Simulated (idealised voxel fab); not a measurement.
voxel fin reveal: a process module
Cross-section cut: width 295 nm, square cells of 5 nm.
Notation: cross-section as square-cell grid; stated in bands, top first, going down; one or more cell rows per band.
For a band, the entry starts with two heights in nm, that of the top and then that of the bottom, and carries on with the band's materials in order from left to right, each alongside its width in nm; the word "edge to edge" beside a single material means it fills the band edge to edge, and "empty" means empty space.
The level at which height equals 0 is the one under which the wafer, as it arrives, is entirely one material. No lower edge exists for the bottom band, which continues downward and is notated as in "0 nm and below".
Top row gets the first number, bottom row gets the second, and each row in between changes by the same step: that is how a band width like "30..40" works.
"nothing was modified" after a step means that no cell of the cross-section changed.
If an empty space has no open way to the top and is at least 8 cells in size, "Closed void table" lists it, written width x height at distance, where distance is measured from the left edge and every value is in nm.
It should be noted that, on the line of a given step, the content following the step's settings is a remark produced by the simulator itself with respect to that step.
The optional step-line setting "overlay nm" applies to steps with a mask and quantifies how far to the right of its planned location the mask lay, a negative value indicating leftward placement.
So here's the lineup of process steps we planned:
1,RECEIVE [material Si]
2,CONFORMAL_DEP [material SiN] [thk nm 10]
3,MASKED_ETCH [tone cover] [mask id FINS] [width nm 15] [pitch nm 45] [etch materials SiN] [depth nm 10] [overlay nm 0]
4,MASKED_ETCH [tone cover] [mask id FINS] [width nm 15] [pitch nm 45] [etch materials Si] [depth nm 40] [overlay nm 0]
5,OXIDIZE [depth nm 5]
6,FILL_DEP [material SiO2] [thk nm 15]
7,CMP [height nm 10]
8,SELECTIVE_ETCH [etch materials SiO2] [depth nm 25]
9,STRIP [etch materials SiN]
Shown in cross-section is the wafer as received, that is, as it stands after step 1:
  0 nm and below | Si edge to edge
  Closed void table: none
Cross-sectional result after module completion. Note: starting condition and plan are unchanged from above; one processing mistake was made:
  0 nm to -40 nm | empty=120, then Si=5, then empty=40, then Si=5, then empty=125
  -40 nm to -45 nm | SiO2=120, then Si=5, then SiO2=40, then Si=5, then SiO2=125
  -45 nm and below | Si edge to edge
  Closed void table: none
What was done differently from what was planned? regarding the plan, step 8 was run twice
